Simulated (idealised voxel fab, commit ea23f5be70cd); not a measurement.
voxel wiring stack: a process module
This is section cut - it's 155 nm across, gridded in 5 nm square cells.
When this document writes out a cross-section, it uses a grid of square cells and lists it as bands, beginning at the top and moving down, with a band standing for one or more rows of cells.
Band: top height; bottom height; in nm. Then, left to right: material with width in nm, for each material. "edge to edge": a single material spanning edge to edge. "blank": empty space.
The reference from which all heights are counted is 0, the level beneath which the as-received wafer is entirely one material; the lowest band, having no lower bound, proceeds downward and is written after the example "top 0, no bottom".
A width given as "30->40" starts at the first number in the band's top row and ends at the second number in its bottom row, shifting by an equal amount at every step from row to row.
The designation "no alterations made", where it is given for a processing step, indicates that no cell of the cross-section was altered in the course of that step.
Basically, "Closed cavity list" tells you about the enclosed voids: empty spaces with no open way to the top, 8 cells or bigger, each written width x height at distance, where distance is from the left edge, all in nm.
Whatever follows a step's settings on its line is a remark the simulator itself makes about that step.
"overlay nm", when on a step's line for a step with a mask, measures how far to the right of its planned place the mask lay; a negative measure means to the left.

Process steps foreseen in the plan:
1,RECEIVE [material Si]
2,CONFORMAL_DEP [material SiO2] [thk nm 10]
3,DIRECTIONAL_DEP [material TiN] [thk nm 5]
4,DIRECTIONAL_DEP [material Ru] [thk nm 25]
5,DIRECTIONAL_DEP [material aC] [thk nm 15]
6,PATTERN [tone cover] [mask id METAL_1] [material resist] [width nm 20] [pitch nm 50] [thk nm 35] [overlay nm 0]
7,DIRECTIONAL_ETCH [etch materials aC] [depth nm 15]
8,STRIP [etch materials resist]
9,DIRECTIONAL_ETCH [etch materials Ru] [depth nm 25]
10,DIRECTIONAL_ETCH [etch materials TiN] [depth nm 5]
11,STRIP [etch materials aC]
12,CONFORMAL_DEP [material SiCN] [thk nm 5]
13,FILL_DEP [material SiO2] [thk nm 10]
14,CMP [height nm 40]
15,CONFORMAL_DEP [material SiCN] [thk nm 5]
16,DIRECTIONAL_DEP [material SiO2] [thk nm 30]
17,MASKED_ETCH [tone open] [mask id METAL_2] [width nm 20] [pitch nm 50] [etch materials SiO2] [depth nm 20] [overlay nm 0]
18,PATTERN [tone open] [mask id METAL_2_HOLES] [material resist] [width nm 15] [pitch nm 100] [thk nm 20] [overlay nm 0]
19,DIRECTIONAL_ETCH [etch materials SiO2] [depth nm 10]
20,DIRECTIONAL_ETCH [etch materials SiCN] [depth nm 5]
21,STRIP [etch materials resist]
22,CONFORMAL_DEP [material TiN] [thk nm 5]
23,FILL_DEP [material Cu] [thk nm 10]
24,CMP [height nm 75]
25,CONFORMAL_DEP [material SiCN] [thk nm 5]

Cross-section, incoming material, after step 1:
    top 0, no bottom  Si edge to edge
    Closed cavity list: none

This is how the wafer looks in cross-section once the module is done, given the starting state and plan above and one mistake in carrying the plan out:
    top 80, bottom 75  SiCN edge to edge
    top 75, bottom 70  Cu edge to edge
    top 70, bottom 65  TiN (20); Cu (10); TiN (40); Cu (10); TiN (40); Cu (10); TiN (25)
    top 65, bottom 45  SiO2 (15); TiN (5); Cu (10); TiN (5); SiO2 (30); TiN (5); Cu (10); TiN (5); SiO2 (30); TiN (5); Cu (10); TiN (5); SiO2 (20)
    top 45, bottom 40  SiCN (15); TiN (20); SiCN (30); TiN (20); SiCN (30); TiN (20); SiCN (20)
    top 40, bottom 15  SiO2 (10); SiCN (5); Ru (20); SiCN (5); SiO2 (20); SiCN (5); Ru (20); SiCN (5); SiO2 (20); SiCN (5); Ru (20); SiCN (5); SiO2 (15)
    top 15, bottom 10  SiCN (15); TiN (20); SiCN (30); TiN (20); SiCN (30); TiN (20); SiCN (20)
    top 10, bottom 0  SiO2 edge to edge
    top 0, no bottom  Si edge to edge
    Closed cavity list: none
The mistake made against the process plan was this: no execution of plan step 18; skipped
